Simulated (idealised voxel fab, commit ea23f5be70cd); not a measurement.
process module | voxel transistor to metal
cross-section cut | 215 nm wide | cells 5 nm
A cross-section is a grid of square cells, given in bands from the top down. A band is one or more rows of cells.
Each band's line starts with the height of the band's top and of its bottom, in nm. Then come its materials from left to right, each with its width in nm. One material with "throughout" fills the band from edge to edge. "air" is empty space.
Height 0 is the level under which the wafer as received is all one material. The lowest band goes on downwards, as in "0 down".
A width such as "30 to 40" changes by the same amount from each row of cells to the next, from the band's top row to its bottom row.
"no change" after a step means that no cell of the cross-section changed.
closed voids: empty space of 8 cells or more with no open way to the top, each as width x height at its distance from the left edge, in nm
after a step's settings: what the simulator itself notes on the step
overlay nm, on a step with a mask: how far to the right of its planned place the mask lay; to the left if negative
plan
1 op RECEIVE | material Si
2 op OXIDIZE | depth nm 5
3 op CONFORMAL_DEP | material SiN | thk nm 15
4 op MASKED_ETCH | tone cover | mask id ACTIVE | width nm 105 | etch materials SiN | depth nm 15 | overlay nm 0
5 op MASKED_ETCH | tone cover | mask id ACTIVE | width nm 105 | etch materials SiO2 | depth nm 5 | overlay nm 0
6 op MASKED_ETCH | tone cover | mask id ACTIVE | width nm 105 | etch materials Si | depth nm 25 | overlay nm 0
7 op OXIDIZE | depth nm 5
8 op FILL_DEP | material SiO2 | thk nm 15
9 op CMP | height nm 15
10 op SELECTIVE_ETCH | etch materials SiO2 | depth nm 10
11 op STRIP | etch materials SiN
12 op SELECTIVE_ETCH | etch materials SiO2 | depth nm 5
13 op OXIDIZE | depth nm 5
14 op DIRECTIONAL_DEP | material polySi | thk nm 25
15 op DIRECTIONAL_DEP | material SiCN | thk nm 10
16 op PATTERN | tone cover | mask id GATE | material resist | width nm 15 | thk nm 15 | overlay nm 0
17 op DIRECTIONAL_ETCH | etch materials SiCN | depth nm 20
18 op DIRECTIONAL_ETCH | etch materials polySi | depth nm 35
19 op STRIP | etch materials resist
20 op CONFORMAL_DEP | material SiO2 | thk nm 5
21 op DIRECTIONAL_ETCH | etch materials SiO2 | depth nm 5
22 op CONFORMAL_DEP | material SiN | thk nm 10
23 op DIRECTIONAL_ETCH | etch materials SiN | depth nm 10
24 op DIRECTIONAL_ETCH | etch materials SiO2 | depth nm 5
25 op DIRECTIONAL_ETCH | etch materials Si | depth nm 5
26 op EPI | material nSi | thk nm 10
27 op FILL_DEP | material SiO2 | thk nm 10
28 op CMP | height nm 30
29 op DIRECTIONAL_DEP | material SiO2 | thk nm 10
30 op MASKED_ETCH | tone open | mask id CONTACT | width nm 20 | pitch nm 75 | etch materials SiO2 | depth nm 40 | overlay nm 0
31 op CONFORMAL_DEP | material TiN | thk nm 5
32 op FILL_DEP | material W | thk nm 10
33 op CMP | height nm 40
34 op DIRECTIONAL_DEP | material TiN | thk nm 5
35 op DIRECTIONAL_DEP | material W | thk nm 15
36 op MASKED_ETCH | tone cover | mask id METAL_1 | width nm 20 | pitch nm 75 | etch materials W | depth nm 15 | overlay nm 0
37 op MASKED_ETCH | tone cover | mask id METAL_1 | width nm 20 | pitch nm 75 | etch materials TiN | depth nm 5 | overlay nm 0
38 op CONFORMAL_DEP | material SiN | thk nm 5
39 op FILL_DEP | material lowk | thk nm 10
40 op CMP | height nm 60
41 op CONFORMAL_DEP | material SiCN | thk nm 5
42 op DIRECTIONAL_DEP | material SiO2 | thk nm 35
43 op PATTERN | tone open | mask id METAL_2_HOLES | material resist | width nm 15 | pitch nm 75 | thk nm 20 | overlay nm 0
44 op DIRECTIONAL_ETCH | etch materials SiO2 | depth nm 35
45 op STRIP | etch materials resist
46 op DIRECTIONAL_DEP | material aC | thk nm 15
47 op PATTERN | tone open | mask id METAL_2 | material resist | width nm 20 | pitch nm 75 | thk nm 30 | overlay nm 0
48 op DIRECTIONAL_ETCH | etch materials aC | depth nm 15
49 op STRIP | etch materials resist
50 op DIRECTIONAL_ETCH | etch materials SiO2 | depth nm 20
51 op DIRECTIONAL_ETCH | etch materials SiCN | depth nm 5
52 op STRIP | etch materials aC
53 op CONFORMAL_DEP | material TiN | thk nm 5
54 op FILL_DEP | material Ru | thk nm 10
55 op CMP | height nm 100
56 op CONFORMAL_DEP | material SiN | thk nm 5
first wafer, as planned
as received, after step 1
  0 down: Si throughout
  closed voids: none
after step 2
  0 to -5: SiO2 throughout
  below -5: unchanged
after step 3
  15 to 0: SiN throughout
  below 0: unchanged
after step 4
  15 to 0: air 55 | SiN 105 | air 55
  below 0: unchanged
after step 5
  15 to 0: air 55 | SiN 105 | air 55
  0 to -5: air 55 | SiO2 105 | air 55
  below -5: unchanged
after step 6
  15 to 0: air 55 | SiN 105 | air 55
  0 to -5: air 55 | SiO2 105 | air 55
  -5 to -30: air 55 | Si 105 | air 55
  below -30: unchanged
after step 7
  15 to 0: air 55 | SiN 105 | air 55
  0 to -5: air 55 | SiO2 105 | air 55
  -5 to -30: air 55 | SiO2 5 | Si 95 | SiO2 5 | air 55
  -30 to -35: SiO2 60 | Si 95 | SiO2 60
  below -35: unchanged
after step 8
  30 to 15: SiO2 throughout
  15 to 0: SiO2 55 | SiN 105 | SiO2 55
  0 to -5: SiO2 throughout
  -5 to -35: SiO2 60 | Si 95 | SiO2 60
  below -35: unchanged
after step 9
  15 to 0: SiO2 55 | SiN 105 | SiO2 55
  below 0: unchanged
after step 10
  15 to 5: air 55 | SiN 105 | air 55
  below 5: unchanged
after step 11
  5 to 0: SiO2 55 | air 105 | SiO2 55
  below 0: unchanged
after step 12
  0 to -5: SiO2 50 | air 115 | SiO2 50
  below -5: unchanged
after step 13
  0 to -5: SiO2 50 | air 115 | SiO2 50
  -5 to -10: SiO2 throughout
  below -10: unchanged
after step 14
  25 to 20: polySi 50 | air 115 | polySi 50
  20 to 0: polySi throughout
  0 to -5: SiO2 50 | polySi 115 | SiO2 50
  below -5: unchanged
after step 15
  35 to 30: SiCN 50 | air 115 | SiCN 50
  30 to 25: SiCN throughout
  25 to 20: polySi 50 | SiCN 115 | polySi 50
  below 20: unchanged
after step 16
  50 to 35: air 100 | resist 15 | air 100
  35 to 30: SiCN 50 | air 50 | resist 15 | air 50 | SiCN 50
  below 30: unchanged
after step 17
  50 to 30: air 100 | resist 15 | air 100
  30 to 25: air 100 | SiCN 15 | air 100
  25 to 20: polySi 50 | air 50 | SiCN 15 | air 50 | polySi 50
  below 20: unchanged
after step 18
  50 to 30: air 100 | resist 15 | air 100
  30 to 20: air 100 | SiCN 15 | air 100
  20 to 0: air 100 | polySi 15 | air 100
  0 to -5: SiO2 50 | air 50 | polySi 15 | air 50 | SiO2 50
  below -5: unchanged
after step 19
  30 to 20: air 100 | SiCN 15 | air 100
  below 20: unchanged
after step 20
  35 to 30: air 95 | SiO2 25 | air 95
  30 to 20: air 95 | SiO2 5 | SiCN 15 | SiO2 5 | air 95
  20 to 5: air 95 | SiO2 5 | polySi 15 | SiO2 5 | air 95
  5 to 0: SiO2 55 | air 40 | SiO2 5 | polySi 15 | SiO2 5 | air 40 | SiO2 55
  0 to -5: SiO2 100 | polySi 15 | SiO2 100
  below -5: unchanged
after step 21
  30 to 20: air 95 | SiO2 5 | SiCN 15 | SiO2 5 | air 95
  20 to 0: air 95 | SiO2 5 | polySi 15 | SiO2 5 | air 95
  0 to -5: SiO2 55 | air 40 | SiO2 5 | polySi 15 | SiO2 5 | air 40 | SiO2 55
  below -5: unchanged
after step 22
  40 to 30: air 85 | SiN 45 | air 85
  30 to 20: air 85 | SiN 10 | SiO2 5 | SiCN 15 | SiO2 5 | SiN 10 | air 85
  20 to 10: air 85 | SiN 10 | SiO2 5 | polySi 15 | SiO2 5 | SiN 10 | air 85
  10 to 5: SiN 65 | air 20 | SiN 10 | SiO2 5 | polySi 15 | SiO2 5 | SiN 10 | air 20 | SiN 65
  5 to 0: SiN 95 | SiO2 5 | polySi 15 | SiO2 5 | SiN 95
  0 to -5: SiO2 55 | SiN 40 | SiO2 5 | polySi 15 | SiO2 5 | SiN 40 | SiO2 55
  below -5: unchanged
after step 23
  30 to 20: air 85 | SiN 10 | SiO2 5 | SiCN 15 | SiO2 5 | SiN 10 | air 85
  20 to 0: air 85 | SiN 10 | SiO2 5 | polySi 15 | SiO2 5 | SiN 10 | air 85
  0 to -5: SiO2 55 | SiN 10 | air 20 | SiN 10 | SiO2 5 | polySi 15 | SiO2 5 | SiN 10 | air 20 | SiN 10 | SiO2 55
  below -5: unchanged
after step 24
  30 to 25: air 85 | SiN 10 | air 5 | SiCN 15 | air 5 | SiN 10 | air 85
  25 to 20: air 85 | SiN 10 | SiO2 5 | SiCN 15 | SiO2 5 | SiN 10 | air 85
  20 to 0: air 85 | SiN 10 | SiO2 5 | polySi 15 | SiO2 5 | SiN 10 | air 85
  0 to -5: air 55 | SiN 10 | air 20 | SiN 10 | SiO2 5 | polySi 15 | SiO2 5 | SiN 10 | air 20 | SiN 10 | air 55
  -5 to -10: SiO2 65 | air 20 | SiO2 45 | air 20 | SiO2 65
  below -10: unchanged
after step 25
  30 to 25: air 85 | SiN 10 | air 5 | SiCN 15 | air 5 | SiN 10 | air 85
  25 to 20: air 85 | SiN 10 | SiO2 5 | SiCN 15 | SiO2 5 | SiN 10 | air 85
  20 to 0: air 85 | SiN 10 | SiO2 5 | polySi 15 | SiO2 5 | SiN 10 | air 85
  0 to -5: air 55 | SiN 10 | air 20 | SiN 10 | SiO2 5 | polySi 15 | SiO2 5 | SiN 10 | air 20 | SiN 10 | air 55
  -5 to -10: SiO2 65 | air 20 | SiO2 45 | air 20 | SiO2 65
  -10 to -15: SiO2 60 | Si 5 | air 20 | Si 45 | air 20 | Si 5 | SiO2 60
  below -15: unchanged
after step 26
  30 to 25: air 85 | SiN 10 | air 5 | SiCN 15 | air 5 | SiN 10 | air 85
  25 to 20: air 85 | SiN 10 | SiO2 5 | SiCN 15 | SiO2 5 | SiN 10 | air 85
  20 to 0: air 85 | SiN 10 | SiO2 5 | polySi 15 | SiO2 5 | SiN 10 | air 85
  0 to -5: air 55 | SiN 10 | nSi 20 | SiN 10 | SiO2 5 | polySi 15 | SiO2 5 | SiN 10 | nSi 20 | SiN 10 | air 55
  -5 to -10: SiO2 65 | nSi 20 | SiO2 45 | nSi 20 | SiO2 65
  -10 to -15: SiO2 60 | Si 5 | nSi 20 | Si 45 | nSi 20 | Si 5 | SiO2 60
  below -15: unchanged
after step 27
  40 to 30: SiO2 throughout
  30 to 20: SiO2 85 | SiN 10 | SiO2 5 | SiCN 15 | SiO2 5 | SiN 10 | SiO2 85
  20 to 0: SiO2 85 | SiN 10 | SiO2 5 | polySi 15 | SiO2 5 | SiN 10 | SiO2 85
  0 to -5: SiO2 55 | SiN 10 | nSi 20 | SiN 10 | SiO2 5 | polySi 15 | SiO2 5 | SiN 10 | nSi 20 | SiN 10 | SiO2 55
  below -5: unchanged
after step 28
  30 to 20: SiO2 85 | SiN 10 | SiO2 5 | SiCN 15 | SiO2 5 | SiN 10 | SiO2 85
  below 20: unchanged
after step 29
  40 to 30: SiO2 throughout
  below 30: unchanged
after step 30
  40 to 30: SiO2 60 | air 20 | SiO2 55 | air 20 | SiO2 60
  30 to 20: SiO2 60 | air 20 | SiO2 5 | SiN 10 | SiO2 5 | SiCN 15 | SiO2 5 | SiN 10 | SiO2 5 | air 20 | SiO2 60
  20 to 0: SiO2 60 | air 20 | SiO2 5 | SiN 10 | SiO2 5 | polySi 15 | SiO2 5 | SiN 10 | SiO2 5 | air 20 | SiO2 60
  below 0: unchanged
after step 31
  45 to 40: TiN 65 | air 10 | TiN 65 | air 10 | TiN 65
  40 to 30: SiO2 60 | TiN 5 | air 10 | TiN 5 | SiO2 55 | TiN 5 | air 10 | TiN 5 | SiO2 60
  30 to 20: SiO2 60 | TiN 5 | air 10 | TiN 5 | SiO2 5 | SiN 10 | SiO2 5 | SiCN 15 | SiO2 5 | SiN 10 | SiO2 5 | TiN 5 | air 10 | TiN 5 | SiO2 60
  20 to 5: SiO2 60 | TiN 5 | air 10 | TiN 5 | SiO2 5 | SiN 10 | SiO2 5 | polySi 15 | SiO2 5 | SiN 10 | SiO2 5 | TiN 5 | air 10 | TiN 5 | SiO2 60
  5 to 0: SiO2 60 | TiN 20 | SiO2 5 | SiN 10 | SiO2 5 | polySi 15 | SiO2 5 | SiN 10 | SiO2 5 | TiN 20 | SiO2 60
  below 0: unchanged
after step 32
  55 to 45: W throughout
  45 to 40: TiN 65 | W 10 | TiN 65 | W 10 | TiN 65
  40 to 30: SiO2 60 | TiN 5 | W 10 | TiN 5 | SiO2 55 | TiN 5 | W 10 | TiN 5 | SiO2 60
  30 to 20: SiO2 60 | TiN 5 | W 10 | TiN 5 | SiO2 5 | SiN 10 | SiO2 5 | SiCN 15 | SiO2 5 | SiN 10 | SiO2 5 | TiN 5 | W 10 | TiN 5 | SiO2 60
  20 to 5: SiO2 60 | TiN 5 | W 10 | TiN 5 | SiO2 5 | SiN 10 | SiO2 5 | polySi 15 | SiO2 5 | SiN 10 | SiO2 5 | TiN 5 | W 10 | TiN 5 | SiO2 60
  below 5: unchanged
after step 33
  40 to 30: SiO2 60 | TiN 5 | W 10 | TiN 5 | SiO2 55 | TiN 5 | W 10 | TiN 5 | SiO2 60
  below 30: unchanged
after step 34
  45 to 40: TiN throughout
  below 40: unchanged
after step 35
  60 to 45: W throughout
  below 45: unchanged
after step 36
  60 to 45: air 60 | W 20 | air 55 | W 20 | air 60
  below 45: unchanged
after step 37
  60 to 45: air 60 | W 20 | air 55 | W 20 | air 60
  45 to 40: air 60 | TiN 20 | air 55 | TiN 20 | air 60
  below 40: unchanged
after step 38
  65 to 60: air 55 | SiN 30 | air 45 | SiN 30 | air 55
  60 to 45: air 55 | SiN 5 | W 20 | SiN 5 | air 45 | SiN 5 | W 20 | SiN 5 | air 55
  45 to 40: SiN 60 | TiN 20 | SiN 55 | TiN 20 | SiN 60
  below 40: unchanged
after step 39
  75 to 65: lowk throughout
  65 to 60: lowk 55 | SiN 30 | lowk 45 | SiN 30 | lowk 55
  60 to 45: lowk 55 | SiN 5 | W 20 | SiN 5 | lowk 45 | SiN 5 | W 20 | SiN 5 | lowk 55
  below 45: unchanged
after step 40
  60 to 45: lowk 55 | SiN 5 | W 20 | SiN 5 | lowk 45 | SiN 5 | W 20 | SiN 5 | lowk 55
  below 45: unchanged
after step 41
  65 to 60: SiCN throughout
  below 60: unchanged
after step 42
  100 to 65: SiO2 throughout
  below 65: unchanged
after step 43
  120 to 100: resist 60 | air 15 | resist 60 | air 15 | resist 65
  below 100: unchanged
after step 44
  120 to 100: resist 60 | air 15 | resist 60 | air 15 | resist 65
  100 to 65: SiO2 60 | air 15 | SiO2 60 | air 15 | SiO2 65
  below 65: unchanged
after step 45
  100 to 65: SiO2 60 | air 15 | SiO2 60 | air 15 | SiO2 65
  below 65: unchanged
after step 46
  115 to 100: aC 60 | air 15 | aC 60 | air 15 | aC 65
  100 to 80: SiO2 60 | air 15 | SiO2 60 | air 15 | SiO2 65
  80 to 65: SiO2 60 | aC 15 | SiO2 60 | aC 15 | SiO2 65
  below 65: unchanged
after step 47
  145 to 115: resist 60 | air 20 | resist 55 | air 20 | resist 60
  below 115: unchanged
after step 48
  130 to 115: resist 60 | air 20 | resist 55 | air 20 | resist 60
  115 to 100: aC 60 | air 20 | aC 55 | air 20 | aC 60
  100 to 65: SiO2 60 | air 15 | SiO2 60 | air 15 | SiO2 65
  below 65: unchanged
after step 49
  115 to 100: aC 60 | air 20 | aC 55 | air 20 | aC 60
  below 100: unchanged
after step 50
  115 to 100: aC 60 | air 20 | aC 55 | air 20 | aC 60
  100 to 80: SiO2 60 | air 20 | SiO2 55 | air 20 | SiO2 60
  below 80: unchanged
after step 51
  115 to 100: aC 60 | air 20 | aC 55 | air 20 | aC 60
  100 to 80: SiO2 60 | air 20 | SiO2 55 | air 20 | SiO2 60
  80 to 65: SiO2 60 | air 15 | SiO2 60 | air 15 | SiO2 65
  65 to 60: SiCN 60 | air 15 | SiCN 60 | air 15 | SiCN 65
  below 60: unchanged
after step 52
  100 to 80: SiO2 60 | air 20 | SiO2 55 | air 20 | SiO2 60
  below 80: unchanged
after step 53
  105 to 100: TiN 65 | air 10 | TiN 65 | air 10 | TiN 65
  100 to 85: SiO2 60 | TiN 5 | air 10 | TiN 5 | SiO2 55 | TiN 5 | air 10 | TiN 5 | SiO2 60
  85 to 80: SiO2 60 | TiN 5 | air 5 | TiN 10 | SiO2 55 | TiN 5 | air 5 | TiN 10 | SiO2 60
  80 to 65: SiO2 60 | TiN 5 | air 5 | TiN 5 | SiO2 60 | TiN 5 | air 5 | TiN 5 | SiO2 65
  65 to 60: SiCN 60 | TiN 15 | SiCN 60 | TiN 15 | SiCN 65
  below 60: unchanged
after step 54
  115 to 105: Ru throughout
  105 to 100: TiN 65 | Ru 10 | TiN 65 | Ru 10 | TiN 65
  100 to 85: SiO2 60 | TiN 5 | Ru 10 | TiN 5 | SiO2 55 | TiN 5 | Ru 10 | TiN 5 | SiO2 60
  85 to 80: SiO2 60 | TiN 5 | Ru 5 | TiN 10 | SiO2 55 | TiN 5 | Ru 5 | TiN 10 | SiO2 60
  80 to 65: SiO2 60 | TiN 5 | Ru 5 | TiN 5 | SiO2 60 | TiN 5 | Ru 5 | TiN 5 | SiO2 65
  below 65: unchanged
after step 55
  100 to 85: SiO2 60 | TiN 5 | Ru 10 | TiN 5 | SiO2 55 | TiN 5 | Ru 10 | TiN 5 | SiO2 60
  below 85: unchanged
after step 56
  105 to 100: SiN throughout
  below 100: unchanged
second wafer: like start, like plan, one mistake. Through step 12 it matches the first wafer
when step 13 should have ended
  0 to -5: SiO2 50 | air 115 | SiO2 50
  -5 to -15: SiO2 throughout
  below -15: unchanged
when step 14 should have ended
  25 to 20: polySi 50 | air 115 | polySi 50
  20 to 0: polySi throughout
  0 to -5: SiO2 50 | polySi 115 | SiO2 50
  below -5: unchanged
when step 15 should have ended
  35 to 30: SiCN 50 | air 115 | SiCN 50
  30 to 25: SiCN throughout
  25 to 20: polySi 50 | SiCN 115 | polySi 50
  below 20: unchanged
when step 16 should have ended
  50 to 35: air 100 | resist 15 | air 100
  35 to 30: SiCN 50 | air 50 | resist 15 | air 50 | SiCN 50
  below 30: unchanged
when step 17 should have ended
  50 to 30: air 100 | resist 15 | air 100
  30 to 25: air 100 | SiCN 15 | air 100
  25 to 20: polySi 50 | air 50 | SiCN 15 | air 50 | polySi 50
  below 20: unchanged
when step 18 should have ended
  50 to 30: air 100 | resist 15 | air 100
  30 to 20: air 100 | SiCN 15 | air 100
  20 to 0: air 100 | polySi 15 | air 100
  0 to -5: SiO2 50 | air 50 | polySi 15 | air 50 | SiO2 50
  below -5: unchanged
when step 19 should have ended
  30 to 20: air 100 | SiCN 15 | air 100
  below 20: unchanged
when step 20 should have ended
  35 to 30: air 95 | SiO2 25 | air 95
  30 to 20: air 95 | SiO2 5 | SiCN 15 | SiO2 5 | air 95
  20 to 5: air 95 | SiO2 5 | polySi 15 | SiO2 5 | air 95
  5 to 0: SiO2 55 | air 40 | SiO2 5 | polySi 15 | SiO2 5 | air 40 | SiO2 55
  0 to -5: SiO2 100 | polySi 15 | SiO2 100
  below -5: unchanged
when step 21 should have ended
  30 to 20: air 95 | SiO2 5 | SiCN 15 | SiO2 5 | air 95
  20 to 0: air 95 | SiO2 5 | polySi 15 | SiO2 5 | air 95
  0 to -5: SiO2 55 | air 40 | SiO2 5 | polySi 15 | SiO2 5 | air 40 | SiO2 55
  below -5: unchanged
when step 22 should have ended
  40 to 30: air 85 | SiN 45 | air 85
  30 to 20: air 85 | SiN 10 | SiO2 5 | SiCN 15 | SiO2 5 | SiN 10 | air 85
  20 to 10: air 85 | SiN 10 | SiO2 5 | polySi 15 | SiO2 5 | SiN 10 | air 85
  10 to 5: SiN 65 | air 20 | SiN 10 | SiO2 5 | polySi 15 | SiO2 5 | SiN 10 | air 20 | SiN 65
  5 to 0: SiN 95 | SiO2 5 | polySi 15 | SiO2 5 | SiN 95
  0 to -5: SiO2 55 | SiN 40 | SiO2 5 | polySi 15 | SiO2 5 | SiN 40 | SiO2 55
  below -5: unchanged
when step 23 should have ended
  30 to 20: air 85 | SiN 10 | SiO2 5 | SiCN 15 | SiO2 5 | SiN 10 | air 85
  20 to 0: air 85 | SiN 10 | SiO2 5 | polySi 15 | SiO2 5 | SiN 10 | air 85
  0 to -5: SiO2 55 | SiN 10 | air 20 | SiN 10 | SiO2 5 | polySi 15 | SiO2 5 | SiN 10 | air 20 | SiN 10 | SiO2 55
  below -5: unchanged
when step 24 should have ended
  30 to 25: air 85 | SiN 10 | air 5 | SiCN 15 | air 5 | SiN 10 | air 85
  25 to 20: air 85 | SiN 10 | SiO2 5 | SiCN 15 | SiO2 5 | SiN 10 | air 85
  20 to 0: air 85 | SiN 10 | SiO2 5 | polySi 15 | SiO2 5 | SiN 10 | air 85
  0 to -5: air 55 | SiN 10 | air 20 | SiN 10 | SiO2 5 | polySi 15 | SiO2 5 | SiN 10 | air 20 | SiN 10 | air 55
  -5 to -10: SiO2 65 | air 20 | SiO2 45 | air 20 | SiO2 65
  below -10: unchanged
when step 25 should have ended: no change
when step 26 should have ended: no change
when step 27 should have ended
  40 to 30: SiO2 throughout
  30 to 20: SiO2 85 | SiN 10 | SiO2 5 | SiCN 15 | SiO2 5 | SiN 10 | SiO2 85
  20 to 0: SiO2 85 | SiN 10 | SiO2 5 | polySi 15 | SiO2 5 | SiN 10 | SiO2 85
  0 to -5: SiO2 55 | SiN 10 | SiO2 20 | SiN 10 | SiO2 5 | polySi 15 | SiO2 5 | SiN 10 | SiO2 20 | SiN 10 | SiO2 55
  -5 to -15: SiO2 throughout
  below -15: unchanged
when step 28 should have ended
  30 to 20: SiO2 85 | SiN 10 | SiO2 5 | SiCN 15 | SiO2 5 | SiN 10 | SiO2 85
  below 20: unchanged
when step 29 should have ended
  40 to 30: SiO2 throughout
  below 30: unchanged
when step 30 should have ended
  40 to 30: SiO2 60 | air 20 | SiO2 55 | air 20 | SiO2 60
  30 to 20: SiO2 60 | air 20 | SiO2 5 | SiN 10 | SiO2 5 | SiCN 15 | SiO2 5 | SiN 10 | SiO2 5 | air 20 | SiO2 60
  20 to 0: SiO2 60 | air 20 | SiO2 5 | SiN 10 | SiO2 5 | polySi 15 | SiO2 5 | SiN 10 | SiO2 5 | air 20 | SiO2 60
  below 0: unchanged
when step 31 should have ended
  45 to 40: TiN 65 | air 10 | TiN 65 | air 10 | TiN 65
  40 to 30: SiO2 60 | TiN 5 | air 10 | TiN 5 | SiO2 55 | TiN 5 | air 10 | TiN 5 | SiO2 60
  30 to 20: SiO2 60 | TiN 5 | air 10 | TiN 5 | SiO2 5 | SiN 10 | SiO2 5 | SiCN 15 | SiO2 5 | SiN 10 | SiO2 5 | TiN 5 | air 10 | TiN 5 | SiO2 60
  20 to 5: SiO2 60 | TiN 5 | air 10 | TiN 5 | SiO2 5 | SiN 10 | SiO2 5 | polySi 15 | SiO2 5 | SiN 10 | SiO2 5 | TiN 5 | air 10 | TiN 5 | SiO2 60
  5 to 0: SiO2 60 | TiN 20 | SiO2 5 | SiN 10 | SiO2 5 | polySi 15 | SiO2 5 | SiN 10 | SiO2 5 | TiN 20 | SiO2 60
  below 0: unchanged
when step 32 should have ended
  55 to 45: W throughout
  45 to 40: TiN 65 | W 10 | TiN 65 | W 10 | TiN 65
  40 to 30: SiO2 60 | TiN 5 | W 10 | TiN 5 | SiO2 55 | TiN 5 | W 10 | TiN 5 | SiO2 60
  30 to 20: SiO2 60 | TiN 5 | W 10 | TiN 5 | SiO2 5 | SiN 10 | SiO2 5 | SiCN 15 | SiO2 5 | SiN 10 | SiO2 5 | TiN 5 | W 10 | TiN 5 | SiO2 60
  20 to 5: SiO2 60 | TiN 5 | W 10 | TiN 5 | SiO2 5 | SiN 10 | SiO2 5 | polySi 15 | SiO2 5 | SiN 10 | SiO2 5 | TiN 5 | W 10 | TiN 5 | SiO2 60
  below 5: unchanged
when step 33 should have ended
  40 to 30: SiO2 60 | TiN 5 | W 10 | TiN 5 | SiO2 55 | TiN 5 | W 10 | TiN 5 | SiO2 60
  below 30: unchanged
when step 34 should have ended
  45 to 40: TiN throughout
  below 40: unchanged
when step 35 should have ended
  60 to 45: W throughout
  below 45: unchanged
when step 36 should have ended
  60 to 45: air 60 | W 20 | air 55 | W 20 | air 60
  below 45: unchanged
when step 37 should have ended
  60 to 45: air 60 | W 20 | air 55 | W 20 | air 60
  45 to 40: air 60 | TiN 20 | air 55 | TiN 20 | air 60
  below 40: unchanged
when step 38 should have ended
  65 to 60: air 55 | SiN 30 | air 45 | SiN 30 | air 55
  60 to 45: air 55 | SiN 5 | W 20 | SiN 5 | air 45 | SiN 5 | W 20 | SiN 5 | air 55
  45 to 40: SiN 60 | TiN 20 | SiN 55 | TiN 20 | SiN 60
  below 40: unchanged
when step 39 should have ended
  75 to 65: lowk throughout
  65 to 60: lowk 55 | SiN 30 | lowk 45 | SiN 30 | lowk 55
  60 to 45: lowk 55 | SiN 5 | W 20 | SiN 5 | lowk 45 | SiN 5 | W 20 | SiN 5 | lowk 55
  below 45: unchanged
when step 40 should have ended
  60 to 45: lowk 55 | SiN 5 | W 20 | SiN 5 | lowk 45 | SiN 5 | W 20 | SiN 5 | lowk 55
  below 45: unchanged
when step 41 should have ended
  65 to 60: SiCN throughout
  below 60: unchanged
when step 42 should have ended
  100 to 65: SiO2 throughout
  below 65: unchanged
when step 43 should have ended
  120 to 100: resist 60 | air 15 | resist 60 | air 15 | resist 65
  below 100: unchanged
when step 44 should have ended
  120 to 100: resist 60 | air 15 | resist 60 | air 15 | resist 65
  100 to 65: SiO2 60 | air 15 | SiO2 60 | air 15 | SiO2 65
  below 65: unchanged
when step 45 should have ended
  100 to 65: SiO2 60 | air 15 | SiO2 60 | air 15 | SiO2 65
  below 65: unchanged
when step 46 should have ended
  115 to 100: aC 60 | air 15 | aC 60 | air 15 | aC 65
  100 to 80: SiO2 60 | air 15 | SiO2 60 | air 15 | SiO2 65
  80 to 65: SiO2 60 | aC 15 | SiO2 60 | aC 15 | SiO2 65
  below 65: unchanged
when step 47 should have ended
  145 to 115: resist 60 | air 20 | resist 55 | air 20 | resist 60
  below 115: unchanged
when step 48 should have ended
  130 to 115: resist 60 | air 20 | resist 55 | air 20 | resist 60
  115 to 100: aC 60 | air 20 | aC 55 | air 20 | aC 60
  100 to 65: SiO2 60 | air 15 | SiO2 60 | air 15 | SiO2 65
  below 65: unchanged
when step 49 should have ended
  115 to 100: aC 60 | air 20 | aC 55 | air 20 | aC 60
  below 100: unchanged
when step 50 should have ended
  115 to 100: aC 60 | air 20 | aC 55 | air 20 | aC 60
  100 to 80: SiO2 60 | air 20 | SiO2 55 | air 20 | SiO2 60
  below 80: unchanged
when step 51 should have ended
  115 to 100: aC 60 | air 20 | aC 55 | air 20 | aC 60
  100 to 80: SiO2 60 | air 20 | SiO2 55 | air 20 | SiO2 60
  80 to 65: SiO2 60 | air 15 | SiO2 60 | air 15 | SiO2 65
  65 to 60: SiCN 60 | air 15 | SiCN 60 | air 15 | SiCN 65
  below 60: unchanged
when step 52 should have ended
  100 to 80: SiO2 60 | air 20 | SiO2 55 | air 20 | SiO2 60
  below 80: unchanged
when step 53 should have ended
  105 to 100: TiN 65 | air 10 | TiN 65 | air 10 | TiN 65
  100 to 85: SiO2 60 | TiN 5 | air 10 | TiN 5 | SiO2 55 | TiN 5 | air 10 | TiN 5 | SiO2 60
  85 to 80: SiO2 60 | TiN 5 | air 5 | TiN 10 | SiO2 55 | TiN 5 | air 5 | TiN 10 | SiO2 60
  80 to 65: SiO2 60 | TiN 5 | air 5 | TiN 5 | SiO2 60 | TiN 5 | air 5 | TiN 5 | SiO2 65
  65 to 60: SiCN 60 | TiN 15 | SiCN 60 | TiN 15 | SiCN 65
  below 60: unchanged
when step 54 should have ended
  115 to 105: Ru throughout
  105 to 100: TiN 65 | Ru 10 | TiN 65 | Ru 10 | TiN 65
  100 to 85: SiO2 60 | TiN 5 | Ru 10 | TiN 5 | SiO2 55 | TiN 5 | Ru 10 | TiN 5 | SiO2 60
  85 to 80: SiO2 60 | TiN 5 | Ru 5 | TiN 10 | SiO2 55 | TiN 5 | Ru 5 | TiN 10 | SiO2 60
  80 to 65: SiO2 60 | TiN 5 | Ru 5 | TiN 5 | SiO2 60 | TiN 5 | Ru 5 | TiN 5 | SiO2 65
  below 65: unchanged
when step 55 should have ended
  100 to 85: SiO2 60 | TiN 5 | Ru 10 | TiN 5 | SiO2 55 | TiN 5 | Ru 10 | TiN 5 | SiO2 60
  below 85: unchanged
when step 56 should have ended
  105 to 100: SiN throughout
  below 100: unchanged
what went wrong: step 13 ran as: op OXIDIZE | depth nm 10
at the end the second wafer has, in cells: 11 fewer of Si | 35 more of SiO2 | 24 fewer of nSi
